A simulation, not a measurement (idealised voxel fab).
The following is a process module called voxel gate over fins.
Cross-sectional view cut (width: 300 nm; square cell size: 5 nm).
Heads up, the way a cross-section reads in here is a grid of square cells, handed over as bands from the top down, with every band being one or more rows of cells.
Heads up on the band format: heights come first, top then bottom, in nm. After that it's the materials left to right, each with its width in nm. A single material flagged "everywhere" fills the whole band edge to edge, and "air" means there's empty space there.
Heights are expressed relative to 0, this being the level below which the as-received wafer comprises one material exclusively. The lowest band is unbounded in the downward direction and is denoted as in "top 0, no bottom".
Per-row width for "30->40": begins at first number (top row of band), ends at second number (bottom row), increment between rows held constant.
The designation "remained unchanged", where it is given for a processing step, indicates that no cell of the cross-section was altered in the course of that step.
The label "Entrapped voids" introduces a list of the empty spaces, 8 cells or larger, that have no open way up to the top; each entry in it reads width x height at distance, where the distance is taken from the left edge and all three are stated in nm.
Note: text after step settings on the step line = simulator remark on that step.
"overlay nm", when on a step's line for a step with a mask, measures how far to the right of its planned place the mask lay; a negative measure means to the left.
So the way this works: pairs, before and after one process step. The after picture only goes down to the lowest band that actually changed, nothing below. Step and its settings are under each pair. And watch out, pairs might come from different runs of this module, same starting wafer though, so a pair only follows on from the one above if its "State before" entry tells you so.
## State before
> top 20, bottom 15 | air 85 nm; TiN 125 nm; air 90 nm
> top 15, bottom 10 | air 85 nm; TiN 5 nm; TiAl 35 nm; TiN 5 nm; TiAl 35 nm; TiN 5 nm; TiAl 35 nm; TiN 5 nm; air 90 nm
> top 10, bottom 5 | air 85 nm; TiN 5 nm; TiAl 5 nm; HfO2 25 nm; TiAl 5 nm; TiN 5 nm; TiAl 5 nm; HfO2 25 nm; TiAl 5 nm; TiN 5 nm; TiAl 5 nm; HfO2 25 nm; TiAl 5 nm; TiN 5 nm; air 90 nm
> top 5, bottom 0 | TiN 90 nm; TiAl 5 nm; HfO2 5 nm; TiN 15 nm; HfO2 5 nm; TiAl 5 nm; TiN 5 nm; TiAl 5 nm; HfO2 5 nm; TiN 15 nm; HfO2 5 nm; TiAl 5 nm; TiN 5 nm; TiAl 5 nm; HfO2 5 nm; TiN 15 nm; HfO2 5 nm; TiAl 5 nm; TiN 95 nm
> top 0, bottom -5 | TiAl 95 nm; HfO2 5 nm; TiN 5 nm; Si 5 nm; TiN 5 nm; HfO2 5 nm; TiAl 15 nm; HfO2 5 nm; TiN 5 nm; Si 5 nm; TiN 5 nm; HfO2 5 nm; TiAl 15 nm; HfO2 5 nm; TiN 5 nm; Si 5 nm; TiN 5 nm; HfO2 5 nm; TiAl 100 nm
> top -5, bottom -10 | HfO2 100 nm; TiN 5 nm; Si 5 nm; TiN 5 nm; HfO2 25 nm; TiN 5 nm; Si 5 nm; TiN 5 nm; HfO2 25 nm; TiN 5 nm; Si 5 nm; TiN 5 nm; HfO2 105 nm
> top -10, bottom -15 | TiN 105 nm; Si 5 nm; TiN 35 nm; Si 5 nm; TiN 35 nm; Si 5 nm; TiN 110 nm
> top -15, bottom -35 | SiO2 105 nm; Si 5 nm; SiO2 35 nm; Si 5 nm; SiO2 35 nm; Si 5 nm; SiO2 110 nm
> top -35, no bottom | Si everywhere
> Entrapped voids: none
## Cross-Section Thereafter
> top 35, bottom 20 | W everywhere
> top 20, bottom 15 | W 85 nm; TiN 125 nm; W 90 nm
> top 15, bottom 10 | W 85 nm; TiN 5 nm; TiAl 35 nm; TiN 5 nm; TiAl 35 nm; TiN 5 nm; TiAl 35 nm; TiN 5 nm; W 90 nm
> top 10, bottom 5 | W 85 nm; TiN 5 nm; TiAl 5 nm; HfO2 25 nm; TiAl 5 nm; TiN 5 nm; TiAl 5 nm; HfO2 25 nm; TiAl 5 nm; TiN 5 nm; TiAl 5 nm; HfO2 25 nm; TiAl 5 nm; TiN 5 nm; W 90 nm
> Lower than 5, everything is as it was.
> Entrapped voids: none
What process step lies between the two cross-sections above? FILL_DEP, material W, thk nm 15
State before: = after-state of the pair above.
## Cross-Section Thereafter
> top 30, bottom 20 | W everywhere
> Lower than 20, everything is as it was.
> Entrapped voids: none
What process step lies between the two cross-sections above? CMP, height nm 30
State before: = after-state of the pair above.
## Cross-Section Thereafter
> top 35, bottom 30 | SiCN everywhere
> Lower than 30, everything is as it was.
> Entrapped voids: none
What process step lies between the two cross-sections above? CONFORMAL_DEP, material SiCN, thk nm 5
## State before
> top 10, bottom 5 | air 95 nm; TiN 25 nm; air 15 nm; TiN 25 nm; air 15 nm; TiN 25 nm; air 100 nm
> top 5, bottom 0 | air 95 nm; TiN 5 nm; HfO2 15 nm; TiN 5 nm; air 15 nm; TiN 5 nm; HfO2 15 nm; TiN 5 nm; air 15 nm; TiN 5 nm; HfO2 15 nm; TiN 5 nm; air 100 nm
> top 0, bottom -5 | air 95 nm; TiN 5 nm; HfO2 5 nm; Si 5 nm; HfO2 5 nm; TiN 5 nm; air 15 nm; TiN 5 nm; HfO2 5 nm; Si 5 nm; HfO2 5 nm; TiN 5 nm; air 15 nm; TiN 5 nm; HfO2 5 nm; Si 5 nm; HfO2 5 nm; TiN 5 nm; air 100 nm
> top -5, bottom -10 | TiN 100 nm; HfO2 5 nm; Si 5 nm; HfO2 5 nm; TiN 25 nm; HfO2 5 nm; Si 5 nm; HfO2 5 nm; TiN 25 nm; HfO2 5 nm; Si 5 nm; HfO2 5 nm; TiN 105 nm
> top -10, bottom -15 | HfO2 105 nm; Si 5 nm; HfO2 35 nm; Si 5 nm; HfO2 35 nm; Si 5 nm; HfO2 110 nm
> top -15, bottom -35 | SiO2 105 nm; Si 5 nm; SiO2 35 nm; Si 5 nm; SiO2 35 nm; Si 5 nm; SiO2 110 nm
> top -35, no bottom | Si everywhere
> Entrapped voids: none
## Cross-Section Thereafter
> top 25, bottom 10 | air 80 nm; TiAl 135 nm; air 85 nm
> top 10, bottom 5 | TiAl 95 nm; TiN 25 nm; TiAl 15 nm; TiN 25 nm; TiAl 15 nm; TiN 25 nm; TiAl 100 nm
> top 5, bottom 0 | TiAl 95 nm; TiN 5 nm; HfO2 15 nm; TiN 5 nm; TiAl 15 nm; TiN 5 nm; HfO2 15 nm; TiN 5 nm; TiAl 15 nm; TiN 5 nm; HfO2 15 nm; TiN 5 nm; TiAl 100 nm
> top 0, bottom -5 | TiAl 95 nm; TiN 5 nm; HfO2 5 nm; Si 5 nm; HfO2 5 nm; TiN 5 nm; TiAl 15 nm; TiN 5 nm; HfO2 5 nm; Si 5 nm; HfO2 5 nm; TiN 5 nm; TiAl 15 nm; TiN 5 nm; HfO2 5 nm; Si 5 nm; HfO2 5 nm; TiN 5 nm; TiAl 100 nm
> Lower than -5, everything is as it was.
> Entrapped voids: none
What process step lies between the two cross-sections above? CONFORMAL_DEP, material TiAl, thk nm 15
State before: = after-state of the pair above.
## Cross-Section Thereafter
> top 30, bottom 25 | air 75 nm; TiN 145 nm; air 80 nm
> top 25, bottom 15 | air 75 nm; TiN 5 nm; TiAl 135 nm; TiN 5 nm; air 80 nm
> top 15, bottom 10 | TiN 80 nm; TiAl 135 nm; TiN 85 nm
> Lower than 10, everything is as it was.
> Entrapped voids: none
What process step lies between the two cross-sections above? CONFORMAL_DEP, material TiN, thk nm 5
State before: = after-state of the pair above.
## Cross-Section Thereafter
> top 45, bottom 30 | W everywhere
> top 30, bottom 25 | W 75 nm; TiN 145 nm; W 80 nm
> top 25, bottom 15 | W 75 nm; TiN 5 nm; TiAl 135 nm; TiN 5 nm; W 80 nm
> Lower than 15, everything is as it was.
> Entrapped voids: none
What process step lies between the two cross-sections above? FILL_DEP, material W, thk nm 15
State before: = after-state of the pair above.
## Cross-Section Thereafter
> top 30, bottom 25 | W 75 nm; TiN 145 nm; W 80 nm
> Lower than 25, everything is as it was.
> Entrapped voids: none
What process step lies between the two cross-sections above? CMP, height nm 30
State before: = after-state of the pair above.
## Cross-Section Thereafter
> top 35, bottom 30 | SiCN everywhere
> Lower than 30, everything is as it was.
> Entrapped voids: none
What process step lies between the two cross-sections above? CONFORMAL_DEP, material SiCN, thk nm 5
## State before
> top 15, bottom 5 | aC everywhere
> top 5, bottom 0 | SiN everywhere
> top 0, no bottom | Si everywhere
> Entrapped voids: none
## Cross-Section Thereafter
> top 45, bottom 15 | air 95 nm; resist 25 nm; air 15 nm; resist 25 nm; air 15 nm; resist 25 nm; air 100 nm
> Lower than 15, everything is as it was.
> Entrapped voids: none
What process step lies between the two cross-sections above? PATTERN, tone cover, mask id FINS, material resist, width nm 25, pitch nm 40, thk nm 30, overlay nm 0
State before: = after-state of the pair above.
## Cross-Section Thereafter
> top 35, bottom 15 | air 95 nm; resist 25 nm; air 15 nm; resist 25 nm; air 15 nm; resist 25 nm; air 100 nm
> top 15, bottom 5 | air 95 nm; aC 25 nm; air 15 nm; aC 25 nm; air 15 nm; aC 25 nm; air 100 nm
> Lower than 5, everything is as it was.
> Entrapped voids: none
What process step lies between the two cross-sections above? DIRECTIONAL_ETCH, etch materials aC, depth nm 10
State before: = after-state of the pair above.
## Cross-Section Thereafter
> top 15, bottom 5 | air 95 nm; aC 25 nm; air 15 nm; aC 25 nm; air 15 nm; aC 25 nm; air 100 nm
> Lower than 5, everything is as it was.
> Entrapped voids: none
What process step lies between the two cross-sections above? STRIP, etch materials resist
State before: = after-state of the pair above.
## Cross-Section Thereafter
> top 15, bottom 5 | air 95 nm; aC 25 nm; air 15 nm; aC 25 nm; air 15 nm; aC 25 nm; air 100 nm
> top 5, bottom 0 | air 95 nm; SiN 25 nm; air 15 nm; SiN 25 nm; air 15 nm; SiN 25 nm; air 100 nm
> Lower than 0, everything is as it was.
> Entrapped voids: none
What process step lies between the two cross-sections above? DIRECTIONAL_ETCH, etch materials SiN, depth nm 5
State before: = after-state of the pair above.
## Cross-Section Thereafter
> top 15, bottom 5 | air 95 nm; aC 25 nm; air 15 nm; aC 25 nm; air 15 nm; aC 25 nm; air 100 nm
> top 5, bottom 0 | air 95 nm; SiN 25 nm; air 15 nm; SiN 25 nm; air 15 nm; SiN 25 nm; air 100 nm
> top 0, bottom -30 | air 95 nm; Si 25 nm; air 15 nm; Si 25 nm; air 15 nm; Si 25 nm; air 100 nm
> Lower than -30, everything is as it was.
> Entrapped voids: none
What process step lies between the two cross-sections above? DIRECTIONAL_ETCH, etch materials Si, depth nm 30
State before: = after-state of the pair above.
## Cross-Section Thereafter
> top 5, bottom 0 | air 95 nm; SiN 25 nm; air 15 nm; SiN 25 nm; air 15 nm; SiN 25 nm; air 100 nm
> Lower than 0, everything is as it was.
> Entrapped voids: none
What process step lies between the two cross-sections above? STRIP, etch materials aC
State before: = after-state of the pair above.
## Cross-Section Thereafter
> top 5, bottom 0 | air 95 nm; SiN 25 nm; air 15 nm; SiN 25 nm; air 15 nm; SiN 25 nm; air 100 nm
> top 0, bottom -30 | air 95 nm; SiO2 5 nm; Si 15 nm; SiO2 5 nm; air 15 nm; SiO2 5 nm; Si 15 nm; SiO2 5 nm; air 15 nm; SiO2 5 nm; Si 15 nm; SiO2 5 nm; air 100 nm
> top -30, bottom -35 | SiO2 100 nm; Si 15 nm; SiO2 25 nm; Si 15 nm; SiO2 25 nm; Si 15 nm; SiO2 105 nm
> Lower than -35, everything is as it was.
> Entrapped voids: none
What process step lies between the two cross-sections above? OXIDIZE, depth nm 5
State before: = after-state of the pair above.
## Cross-Section Thereafter
> top 15, bottom 5 | SiO2 everywhere
> top 5, bottom 0 | SiO2 95 nm; SiN 25 nm; SiO2 15 nm; SiN 25 nm; SiO2 15 nm; SiN 25 nm; SiO2 100 nm
> top 0, bottom -35 | SiO2 100 nm; Si 15 nm; SiO2 25 nm; Si 15 nm; SiO2 25 nm; Si 15 nm; SiO2 105 nm
> Lower than -35, everything is as it was.
> Entrapped voids: none
What process step lies between the two cross-sections above? FILL_DEP, material SiO2, thk nm 10
State before: = after-state of the pair above.
## Cross-Section Thereafter
> top 5, bottom 0 | SiO2 95 nm; SiN 25 nm; SiO2 15 nm; SiN 25 nm; SiO2 15 nm; SiN 25 nm; SiO2 100 nm
> Lower than 0, everything is as it was.
> Entrapped voids: none
What process step lies between the two cross-sections above? CMP, height nm 5
State before: = after-state of the pair above.
## Cross-Section Thereafter
> top 5, bottom 0 | air 95 nm; SiN 25 nm; air 15 nm; SiN 25 nm; air 15 nm; SiN 25 nm; air 100 nm
> top 0, bottom -15 | air 100 nm; Si 15 nm; air 25 nm; Si 15 nm; air 25 nm; Si 15 nm; air 105 nm
> Lower than -15, everything is as it was.
> Entrapped voids: none
What process step lies between the two cross-sections above? SELECTIVE_ETCH, etch materials SiO2, depth nm 20
State before: = after-state of the pair above.
## Cross-Section Thereafter
> top 0, bottom -15 | air 100 nm; Si 15 nm; air 25 nm; Si 15 nm; air 25 nm; Si 15 nm; air 105 nm
> Lower than -15, everything is as it was.
> Entrapped voids: none
What process step lies between the two cross-sections above? STRIP, etch materials SiN
State before: = after-state of the pair above.
## Cross-Section Thereafter
> top 5, bottom 0 | air 95 nm; HfO2 25 nm; air 15 nm; HfO2 25 nm; air 15 nm; HfO2 25 nm; air 100 nm
> top 0, bottom -10 | air 95 nm; HfO2 5 nm; Si 15 nm; HfO2 5 nm; air 15 nm; HfO2 5 nm; Si 15 nm; HfO2 5 nm; air 15 nm; HfO2 5 nm; Si 15 nm; HfO2 5 nm; air 100 nm
> top -10, bottom -15 | HfO2 100 nm; Si 15 nm; HfO2 25 nm; Si 15 nm; HfO2 25 nm; Si 15 nm; HfO2 105 nm
> Lower than -15, everything is as it was.
> Entrapped voids: none
What process step lies between the two cross-sections above? CONFORMAL_DEP, material HfO2, thk nm 5
State before: = after-state of the pair above.
## Cross-Section Thereafter
> top 10, bottom 5 | air 90 nm; TiN 35 nm; air 5 nm; TiN 35 nm; air 5 nm; TiN 35 nm; air 95 nm
> top 5, bottom 0 | air 90 nm; TiN 5 nm; HfO2 25 nm; TiN 5 nm; air 5 nm; TiN 5 nm; HfO2 25 nm; TiN 5 nm; air 5 nm; TiN 5 nm; HfO2 25 nm; TiN 5 nm; air 95 nm
> top 0, bottom -5 | air 90 nm; TiN 5 nm; HfO2 5 nm; Si 15 nm; HfO2 5 nm; TiN 5 nm; air 5 nm; TiN 5 nm; HfO2 5 nm; Si 15 nm; HfO2 5 nm; TiN 5 nm; air 5 nm; TiN 5 nm; HfO2 5 nm; Si 15 nm; HfO2 5 nm; TiN 5 nm; air 95 nm
> top -5, bottom -10 | TiN 95 nm; HfO2 5 nm; Si 15 nm; HfO2 5 nm; TiN 15 nm; HfO2 5 nm; Si 15 nm; HfO2 5 nm; TiN 15 nm; HfO2 5 nm; Si 15 nm; HfO2 5 nm; TiN 100 nm
> Lower than -10, everything is as it was.
> Entrapped voids: none
What process step lies between the two cross-sections above? CONFORMAL_DEP, material TiN, thk nm 5
State before: = after-state of the pair above.
## Cross-Section Thereafter
> top 15, bottom 10 | air 85 nm; TiAl 125 nm; air 90 nm
> top 10, bottom 5 | air 85 nm; TiAl 5 nm; TiN 35 nm; TiAl 5 nm; TiN 35 nm; TiAl 5 nm; TiN 35 nm; TiAl 5 nm; air 90 nm
> top 5, bottom 0 | air 85 nm; TiAl 5 nm; TiN 5 nm; HfO2 25 nm; TiN 5 nm; TiAl 5 nm; TiN 5 nm; HfO2 25 nm; TiN 5 nm; TiAl 5 nm; TiN 5 nm; HfO2 25 nm; TiN 5 nm; TiAl 5 nm; air 90 nm
> top 0, bottom -5 | TiAl 90 nm; TiN 5 nm; HfO2 5 nm; Si 15 nm; HfO2 5 nm; TiN 5 nm; TiAl 5 nm; TiN 5 nm; HfO2 5 nm; Si 15 nm; HfO2 5 nm; TiN 5 nm; TiAl 5 nm; TiN 5 nm; HfO2 5 nm; Si 15 nm; HfO2 5 nm; TiN 5 nm; TiAl 95 nm
> Lower than -5, everything is as it was.
> Entrapped voids: none
What process step lies between the two cross-sections above? CONFORMAL_DEP, material TiAl, thk nm 5
State before: = after-state of the pair above.
## Cross-Section Thereafter
> top 20, bottom 15 | air 80 nm; TiN 135 nm; air 85 nm
> top 15, bottom 10 | air 80 nm; TiN 5 nm; TiAl 125 nm; TiN 5 nm; air 85 nm
> top 10, bottom 5 | air 80 nm; TiN 5 nm; TiAl 5 nm; TiN 35 nm; TiAl 5 nm; TiN 35 nm; TiAl 5 nm; TiN 35 nm; TiAl 5 nm; TiN 5 nm; air 85 nm
> top 5, bottom 0 | TiN 85 nm; TiAl 5 nm; TiN 5 nm; HfO2 25 nm; TiN 5 nm; TiAl 5 nm; TiN 5 nm; HfO2 25 nm; TiN 5 nm; TiAl 5 nm; TiN 5 nm; HfO2 25 nm; TiN 5 nm; TiAl 5 nm; TiN 90 nm
> Lower than 0, everything is as it was.
> Entrapped voids: none
What process step lies between the two cross-sections above? CONFORMAL_DEP, material TiN, thk nm 5
State before: = after-state of the pair above.
## Cross-Section Thereafter
> top 35, bottom 20 | W everywhere
> top 20, bottom 15 | W 80 nm; TiN 135 nm; W 85 nm
> top 15, bottom 10 | W 80 nm; TiN 5 nm; TiAl 125 nm; TiN 5 nm; W 85 nm
> top 10, bottom 5 | W 80 nm; TiN 5 nm; TiAl 5 nm; TiN 35 nm; TiAl 5 nm; TiN 35 nm; TiAl 5 nm; TiN 35 nm; TiAl 5 nm; TiN 5 nm; W 85 nm
> Lower than 5, everything is as it was.
> Entrapped voids: none
What process step lies between the two cross-sections above? FILL_DEP, material W, thk nm 15
State before: = after-state of the pair above.
## Cross-Section Thereafter
> top 30, bottom 20 | W everywhere
> Lower than 20, everything is as it was.
> Entrapped voids: none
What process step lies between the two cross-sections above? CMP, height nm 30
State before: = after-state of the pair above.
## Cross-Section Thereafter
> top 35, bottom 30 | SiCN everywhere
> Lower than 30, everything is as it was.
> Entrapped voids: none
What process step lies between the two cross-sections above? CONFORMAL_DEP, material SiCN, thk nm 5
## State before
> top 15, bottom 5 | aC everywhere
> top 5, bottom 0 | SiN everywhere
> top 0, no bottom | Si everywhere
> Entrapped voids: none
## Cross-Section Thereafter
> top 45, bottom 15 | air 110 nm; resist 15 nm; air 25 nm; resist 15 nm; air 25 nm; resist 15 nm; air 95 nm
> Lower than 15, everything is as it was.
> Entrapped voids: none
What process step lies between the two cross-sections above? PATTERN, tone cover, mask id FINS, material resist, width nm 15, pitch nm 40, thk nm 30, overlay nm 10
State before: = after-state of the pair above.
## Cross-Section Thereafter
> top 35, bottom 15 | air 110 nm; resist 15 nm; air 25 nm; resist 15 nm; air 25 nm; resist 15 nm; air 95 nm
> top 15, bottom 5 | air 110 nm; aC 15 nm; air 25 nm; aC 15 nm; air 25 nm; aC 15 nm; air 95 nm
> Lower than 5, everything is as it was.
> Entrapped voids: none
What process step lies between the two cross-sections above? DIRECTIONAL_ETCH, etch materials aC, depth nm 10
State before: = after-state of the pair above.
## Cross-Section Thereafter
> top 15, bottom 5 | air 110 nm; aC 15 nm; air 25 nm; aC 15 nm; air 25 nm; aC 15 nm; air 95 nm
> Lower than 5, everything is as it was.
> Entrapped voids: none
What process step lies between the two cross-sections above? STRIP, etch materials resist
State before: = after-state of the pair above.
## Cross-Section Thereafter
> top 15, bottom 5 | air 110 nm; aC 15 nm; air 25 nm; aC 15 nm; air 25 nm; aC 15 nm; air 95 nm
> top 5, bottom 0 | air 110 nm; SiN 15 nm; air 25 nm; SiN 15 nm; air 25 nm; SiN 15 nm; air 95 nm
> Lower than 0, everything is as it was.
> Entrapped voids: none
What process step lies between the two cross-sections above? DIRECTIONAL_ETCH, etch materials SiN, depth nm 5
State before: = after-state of the pair above.
## Cross-Section Thereafter
> top 15, bottom 5 | air 110 nm; aC 15 nm; air 25 nm; aC 15 nm; air 25 nm; aC 15 nm; air 95 nm
> top 5, bottom 0 | air 110 nm; SiN 15 nm; air 25 nm; SiN 15 nm; air 25 nm; SiN 15 nm; air 95 nm
> top 0, bottom -30 | air 110 nm; Si 15 nm; air 25 nm; Si 15 nm; air 25 nm; Si 15 nm; air 95 nm
> Lower than -30, everything is as it was.
> Entrapped voids: none
What process step lies between the two cross-sections above? DIRECTIONAL_ETCH, etch materials Si, depth nm 30
State before: = after-state of the pair above.
## Cross-Section Thereafter
> top 5, bottom 0 | air 110 nm; SiN 15 nm; air 25 nm; SiN 15 nm; air 25 nm; SiN 15 nm; air 95 nm
> Lower than 0, everything is as it was.
> Entrapped voids: none
What process step lies between the two cross-sections above? STRIP, etch materials aC
State before: = after-state of the pair above.
## Cross-Section Thereafter
> top 5, bottom 0 | air 110 nm; SiN 15 nm; air 25 nm; SiN 15 nm; air 25 nm; SiN 15 nm; air 95 nm
> top 0, bottom -30 | air 110 nm; SiO2 5 nm; Si 5 nm; SiO2 5 nm; air 25 nm; SiO2 5 nm; Si 5 nm; SiO2 5 nm; air 25 nm; SiO2 5 nm; Si 5 nm; SiO2 5 nm; air 95 nm
> top -30, bottom -35 | SiO2 115 nm; Si 5 nm; SiO2 35 nm; Si 5 nm; SiO2 35 nm; Si 5 nm; SiO2 100 nm
> Lower than -35, everything is as it was.
> Entrapped voids: none
What process step lies between the two cross-sections above? OXIDIZE, depth nm 5
State before: = after-state of the pair above.
## Cross-Section Thereafter
> top 15, bottom 5 | SiO2 everywhere
> top 5, bottom 0 | SiO2 110 nm; SiN 15 nm; SiO2 25 nm; SiN 15 nm; SiO2 25 nm; SiN 15 nm; SiO2 95 nm
> top 0, bottom -35 | SiO2 115 nm; Si 5 nm; SiO2 35 nm; Si 5 nm; SiO2 35 nm; Si 5 nm; SiO2 100 nm
> Lower than -35, everything is as it was.
> Entrapped voids: none
What process step lies between the two cross-sections above? FILL_DEP, material SiO2, thk nm 10
State before: = after-state of the pair above.
## Cross-Section Thereafter
> top 5, bottom 0 | SiO2 110 nm; SiN 15 nm; SiO2 25 nm; SiN 15 nm; SiO2 25 nm; SiN 15 nm; SiO2 95 nm
> Lower than 0, everything is as it was.
> Entrapped voids: none
What process step lies between the two cross-sections above? CMP, height nm 5
State before: = after-state of the pair above.
## Cross-Section Thereafter
> top 5, bottom 0 | air 110 nm; SiN 15 nm; air 25 nm; SiN 15 nm; air 25 nm; SiN 15 nm; air 95 nm
> top 0, bottom -15 | air 115 nm; Si 5 nm; air 35 nm; Si 5 nm; air 35 nm; Si 5 nm; air 100 nm
> Lower than -15, everything is as it was.
> Entrapped voids: none
What process step lies between the two cross-sections above? SELECTIVE_ETCH, etch materials SiO2, depth nm 20
State before: = after-state of the pair above.
## Cross-Section Thereafter
> top 0, bottom -15 | air 115 nm; Si 5 nm; air 35 nm; Si 5 nm; air 35 nm; Si 5 nm; air 100 nm
> Lower than -15, everything is as it was.
> Entrapped voids: none
What process step lies between the two cross-sections above? STRIP, etch materials SiN
State before: = after-state of the pair above.
## Cross-Section Thereafter
> top 5, bottom 0 | air 110 nm; HfO2 15 nm; air 25 nm; HfO2 15 nm; air 25 nm; HfO2 15 nm; air 95 nm
> top 0, bottom -10 | air 110 nm; HfO2 5 nm; Si 5 nm; HfO2 5 nm; air 25 nm; HfO2 5 nm; Si 5 nm; HfO2 5 nm; air 25 nm; HfO2 5 nm; Si 5 nm; HfO2 5 nm; air 95 nm
> top -10, bottom -15 | HfO2 115 nm; Si 5 nm; HfO2 35 nm; Si 5 nm; HfO2 35 nm; Si 5 nm; HfO2 100 nm
> Lower than -15, everything is as it was.
> Entrapped voids: none
What process step lies between the two cross-sections above? CONFORMAL_DEP, material HfO2, thk nm 5
State before: = after-state of the pair above.
## Cross-Section Thereafter
> top 10, bottom 5 | air 105 nm; TiN 25 nm; air 15 nm; TiN 25 nm; air 15 nm; TiN 25 nm; air 90 nm
> top 5, bottom 0 | air 105 nm; TiN 5 nm; HfO2 15 nm; TiN 5 nm; air 15 nm; TiN 5 nm; HfO2 15 nm; TiN 5 nm; air 15 nm; TiN 5 nm; HfO2 15 nm; TiN 5 nm; air 90 nm
> top 0, bottom -5 | air 105 nm; TiN 5 nm; HfO2 5 nm; Si 5 nm; HfO2 5 nm; TiN 5 nm; air 15 nm; TiN 5 nm; HfO2 5 nm; Si 5 nm; HfO2 5 nm; TiN 5 nm; air 15 nm; TiN 5 nm; HfO2 5 nm; Si 5 nm; HfO2 5 nm; TiN 5 nm; air 90 nm
> top -5, bottom -10 | TiN 110 nm; HfO2 5 nm; Si 5 nm; HfO2 5 nm; TiN 25 nm; HfO2 5 nm; Si 5 nm; HfO2 5 nm; TiN 25 nm; HfO2 5 nm; Si 5 nm; HfO2 5 nm; TiN 95 nm
> Lower than -10, everything is as it was.
> Entrapped voids: none
What process step lies between the two cross-sections above? CONFORMAL_DEP, material TiN, thk nm 5
State before: = after-state of the pair above.
## Cross-Section Thereafter
> top 15, bottom 10 | air 100 nm; TiAl 35 nm; air 5 nm; TiAl 35 nm; air 5 nm; TiAl 35 nm; air 85 nm
> top 10, bottom 5 | air 100 nm; TiAl 5 nm; TiN 25 nm; TiAl 5 nm; air 5 nm; TiAl 5 nm; TiN 25 nm; TiAl 5 nm; air 5 nm; TiAl 5 nm; TiN 25 nm; TiAl 5 nm; air 85 nm
> top 5, bottom 0 | air 100 nm; TiAl 5 nm; TiN 5 nm; HfO2 15 nm; TiN 5 nm; TiAl 5 nm; air 5 nm; TiAl 5 nm; TiN 5 nm; HfO2 15 nm; TiN 5 nm; TiAl 5 nm; air 5 nm; TiAl 5 nm; TiN 5 nm; HfO2 15 nm; TiN 5 nm; TiAl 5 nm; air 85 nm
> top 0, bottom -5 | TiAl 105 nm; TiN 5 nm; HfO2 5 nm; Si 5 nm; HfO2 5 nm; TiN 5 nm; TiAl 15 nm; TiN 5 nm; HfO2 5 nm; Si 5 nm; HfO2 5 nm; TiN 5 nm; TiAl 15 nm; TiN 5 nm; HfO2 5 nm; Si 5 nm; HfO2 5 nm; TiN 5 nm; TiAl 90 nm
> Lower than -5, everything is as it was.
> Entrapped voids: none
What process step lies between the two cross-sections above? CONFORMAL_DEP, material TiAl, thk nm 5
State before: = after-state of the pair above.
## Cross-Section Thereafter
> top 20, bottom 15 | air 95 nm; TiN 125 nm; air 80 nm
> top 15, bottom 10 | air 95 nm; TiN 5 nm; TiAl 35 nm; TiN 5 nm; TiAl 35 nm; TiN 5 nm; TiAl 35 nm; TiN 5 nm; air 80 nm
> top 10, bottom 5 | air 95 nm; TiN 5 nm; TiAl 5 nm; TiN 25 nm; TiAl 5 nm; TiN 5 nm; TiAl 5 nm; TiN 25 nm; TiAl 5 nm; TiN 5 nm; TiAl 5 nm; TiN 25 nm; TiAl 5 nm; TiN 5 nm; air 80 nm
> top 5, bottom 0 | TiN 100 nm; TiAl 5 nm; TiN 5 nm; HfO2 15 nm; TiN 5 nm; TiAl 5 nm; TiN 5 nm; TiAl 5 nm; TiN 5 nm; HfO2 15 nm; TiN 5 nm; TiAl 5 nm; TiN 5 nm; TiAl 5 nm; TiN 5 nm; HfO2 15 nm; TiN 5 nm; TiAl 5 nm; TiN 85 nm
> Lower than 0, everything is as it was.
> Entrapped voids: none
What process step lies between the two cross-sections above? CONFORMAL_DEP, material TiN, thk nm 5
State before: = after-state of the pair above.
## Cross-Section Thereafter
> top 35, bottom 20 | W everywhere
> top 20, bottom 15 | W 95 nm; TiN 125 nm; W 80 nm
> top 15, bottom 10 | W 95 nm; TiN 5 nm; TiAl 35 nm; TiN 5 nm; TiAl 35 nm; TiN 5 nm; TiAl 35 nm; TiN 5 nm; W 80 nm
> top 10, bottom 5 | W 95 nm; TiN 5 nm; TiAl 5 nm; TiN 25 nm; TiAl 5 nm; TiN 5 nm; TiAl 5 nm; TiN 25 nm; TiAl 5 nm; TiN 5 nm; TiAl 5 nm; TiN 25 nm; TiAl 5 nm; TiN 5 nm; W 80 nm
> Lower than 5, everything is as it was.
> Entrapped voids: none
What process step lies between the two cross-sections above? FILL_DEP, material W, thk nm 15
State before: = after-state of the pair above.
## Cross-Section Thereafter
> top 30, bottom 20 | W everywhere
> Lower than 20, everything is as it was.
> Entrapped voids: none
What process step lies between the two cross-sections above? CMP, height nm 30
State before: = after-state of the pair above.
## Cross-Section Thereafter
> top 35, bottom 30 | SiCN everywhere
> Lower than 30, everything is as it was.
> Entrapped voids: none
What process step lies between the two cross-sections above? CONFORMAL_DEP, material SiCN, thk nm 5
